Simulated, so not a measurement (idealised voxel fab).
Title: Process Module voxel local oxidation
Pictured: cross-section cut, 185 nm wide, on a grid of 5 nm square cells.
Cross-section layout: square cells on a grid; listed as bands, top to bottom; a band spans one or more cell rows. Within each band entry, the heights of the top and of the bottom of the band appear first, in that order and in nm; the materials of the band then follow from left to right, each with its corresponding width in nm. The designation "full width" on a single material indicates that it fills the band from edge to edge; the designation "empty" indicates empty space. All heights in this document are referenced to 0, defined as the level beneath which the wafer, as received, consists entirely of one material. The lowest band is not bounded below; it extends indefinitely downward and is written in the form "0 down". The expression "30..40" gives the width at the extremes of the band, the first number at its top row of cells and the second at its bottom row, with the width changing by equal amounts from each row to the next in between. Take "nothing altered" at face value: in the step it is given for, the cross-section changed in none of its cells. Entry "Closed void register". Content: empty spaces with no open connection to the top, size 8 cells or greater. Each: width x height at distance. Distance: from left edge. Unit: nm. If you see something after the settings on a step's line, that's the simulator's own remark about that step. overlay nm: for a step with a mask, the amount by which the mask lay right of where it was planned; a negative amount means left of it.
## Set out below are the planned steps of the process
1,RECEIVE [material Si]
2,OXIDIZE [depth nm 5]
3,CONFORMAL_DEP [material SiN] [thk nm 15]
4,PATTERN [tone cover] [mask id ACTIVE] [material resist] [width nm 105] [thk nm 20] [overlay nm 0]
5,DIRECTIONAL_ETCH [etch materials SiN] [depth nm 15]
6,STRIP [etch materials resist]
7,SELECTIVE_ETCH [etch materials SiO2] [depth nm 5]
8,OXIDIZE [depth nm 10]
9,STRIP [etch materials SiN]
The depth nm used in step 7 is not the same on every wafer, whereas the starting condition is; the value printed in the plan is the first wafer's.
## This is how the first of several wafers looked in cross-section when it arrived, which is after step 1
* 0 down | Si full width
* Closed void register: none
## First of several wafers: cross-section at the end of the module, after step 9, its last step
* 0 to -5 | empty=45, then SiO2=95, then empty=45
* -5 to -15 | SiO2=55, then Si=75, then SiO2=55
* -15 down | Si full width
* Closed void register: none
## X-section, last wafer, module end
* 0 to -5 | empty=60, then SiO2=65, then empty=60
* -5 to -15 | SiO2=70, then Si=45, then SiO2=70
* -15 down | Si full width
* Closed void register: none
## Each row below is a wafer at the end of the module, listing for every material the number of cells it has gained (+) or lost (-) since it was received, followed by its closed voids
depth nm 5 | -81 Si | +63 SiO2 | Closed void register: none
depth nm 10 | -85 Si | +65 SiO2 | Closed void register: none
depth nm 15 | -89 Si | +67 SiO2 | Closed void register: none
depth nm 20 | -93 Si | +69 SiO2 | Closed void register: none
